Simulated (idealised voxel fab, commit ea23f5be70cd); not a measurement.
This section sets out a process module, namely voxel capacitor over wiring.
Xsec cut, 280 nm wide, square cell size 5 nm.
In this document a cross-section is written as a grid of square cells. It is given as a series of bands, listed from the top down, and a band is one or more rows of cells.
First you get the band's top height and its bottom height, in nm, and then the materials it's made of, left to right, with each width in nm. If you see a single material with "throughout", that one covers the band edge to edge. "air" is empty space.
A quick word on heights: they are counted from 0, and under that level the wafer as it came to us is one material throughout. The lowest band is different from the rest in having no bottom; it simply continues downward, written as in "0..down".
The notation "30->40" denotes a width that varies across the rows of cells in the band, beginning at the first number in the top row, finishing at the second number in the bottom row, and changing by an identical amount from each row to the next.
Where the words "no alterations made" appear for a step, the cross-section shows no cell changed by that step; every cell remained as before.
"Voids, fully enclosed" specifies each empty space that is not open to the top and that occupies no fewer than 8 cells, using the form width x height at distance, the distance measured from the left edge and all three quantities in nm.
Text after the settings on a step's line: the simulator's own remark on that step.
For masked steps, "overlay nm" on the step line gives how far right of plan the mask actually lay; a minus sign means it lay to the left.
Process steps foreseen in the plan:
1 RECEIVE | material Si
2 CONFORMAL_DEP | material SiO2 | thk nm 10
3 DIRECTIONAL_DEP | material TiN | thk nm 5
4 DIRECTIONAL_DEP | material Ru | thk nm 15
5 PATTERN | tone cover | mask id METAL_1 | material resist | width nm 25 | pitch nm 80 | thk nm 20 | overlay nm 0
6 DIRECTIONAL_ETCH | etch materials Ru | depth nm 15
7 DIRECTIONAL_ETCH | etch materials TiN | depth nm 5
8 STRIP | etch materials resist
9 CONFORMAL_DEP | material SiN | thk nm 5
10 FILL_DEP | material SiO2 | thk nm 10
11 CMP | height nm 30
12 CONFORMAL_DEP | material SiCN | thk nm 5
13 DIRECTIONAL_DEP | material lowk | thk nm 10
14 DIRECTIONAL_DEP | material aC | thk nm 15
15 PATTERN | tone open | mask id PLUG_1 | material resist | width nm 15 | thk nm 35 | overlay nm 0
16 DIRECTIONAL_ETCH | etch materials aC | depth nm 15
17 STRIP | etch materials resist
18 DIRECTIONAL_ETCH | etch materials lowk | depth nm 10
19 DIRECTIONAL_ETCH | etch materials SiCN | depth nm 5
20 STRIP | etch materials aC
21 CONFORMAL_DEP | material TiN | thk nm 5
22 FILL_DEP | material W | thk nm 10
23 CMP | height nm 45
24 DIRECTIONAL_DEP | material TiN | thk nm 10
25 DIRECTIONAL_DEP | material Al2O3 | thk nm 5
26 DIRECTIONAL_DEP | material TiN | thk nm 10
27 PATTERN | tone cover | mask id UPPER_PLATE | material resist | width nm 60 | thk nm 15 | overlay nm 0
28 DIRECTIONAL_ETCH | etch materials TiN | depth nm 10
29 DIRECTIONAL_ETCH | etch materials Al2O3 | depth nm 5
30 STRIP | etch materials resist
31 MASKED_ETCH | tone cover | mask id LOWER_PLATE | width nm 70 | etch materials TiN | depth nm 10 | overlay nm 0
32 FILL_DEP | material SiO2 | thk nm 20
33 CMP | height nm 85
34 PATTERN | tone open | mask id PLUG_2 | material resist | width nm 15 | thk nm 15 | overlay nm 0
35 DIRECTIONAL_ETCH | etch materials SiO2 | depth nm 15
36 STRIP | etch materials resist
37 CONFORMAL_DEP | material TiN | thk nm 5
38 FILL_DEP | material Ru | thk nm 10
39 CMP | height nm 85
40 CONFORMAL_DEP | material SiCN | thk nm 5
Incoming wafer, cross-sectional view, post step 1:
> 0..down = Si throughout
> Voids, fully enclosed: none
Cross-section taken at module completion on the first of two wafers; processed per the plan:
> 90..85 = SiCN throughout
> 85..75 = SiO2: 105, then TiN: 5, then Ru: 5, then TiN: 5, then SiO2: 160
> 75..70 = SiO2: 105, then TiN: 15, then SiO2: 160
> 70..60 = SiO2: 95, then TiN: 60, then SiO2: 125
> 60..55 = SiO2: 95, then Al2O3: 60, then SiO2: 125
> 55..45 = SiO2: 90, then TiN: 70, then SiO2: 120
> 45..35 = lowk: 95, then TiN: 5, then W: 5, then TiN: 5, then lowk: 170
> 35..30 = SiCN: 95, then TiN: 15, then SiCN: 170
> 30..15 = SiO2: 80, then SiN: 5, then Ru: 25, then SiN: 5, then SiO2: 45, then SiN: 5, then Ru: 25, then SiN: 5, then SiO2: 85
> 15..10 = SiN: 85, then TiN: 25, then SiN: 55, then TiN: 25, then SiN: 90
> 10..0 = SiO2 throughout
> 0..down = Si throughout
> Voids, fully enclosed: none
Cross-section of the latter of the two wafers at module completion. It had an identical start and an identical plan to the former; in running it, one mistake was made:
> 90..85 = SiCN throughout
> 85..75 = SiO2: 110, then TiN: 5, then Ru: 5, then TiN: 5, then SiO2: 155
> 75..70 = SiO2: 110, then TiN: 15, then SiO2: 155
> 70..60 = SiO2: 95, then TiN: 60, then SiO2: 125
> 60..55 = SiO2: 95, then Al2O3: 60, then SiO2: 125
> 55..45 = SiO2: 90, then TiN: 70, then SiO2: 120
> 45..35 = lowk: 95, then TiN: 5, then W: 5, then TiN: 5, then lowk: 170
> 35..30 = SiCN: 95, then TiN: 15, then SiCN: 170
> 30..15 = SiO2: 80, then SiN: 5, then Ru: 25, then SiN: 5, then SiO2: 45, then SiN: 5, then Ru: 25, then SiN: 5, then SiO2: 85
> 15..10 = SiN: 85, then TiN: 25, then SiN: 55, then TiN: 25, then SiN: 90
> 10..0 = SiO2 throughout
> 0..down = Si throughout
> Voids, fully enclosed: none
The mistake made against the process plan was this: it should be noted that step 34 was executed with settings other than those planned, the operation and settings actually applied being PATTERN | tone open | mask id PLUG_2 | material resist | width nm 15 | thk nm 15 | overlay nm 5
Heads up: at the end the two wafers have identical cell counts per material, they're just laid out differently.
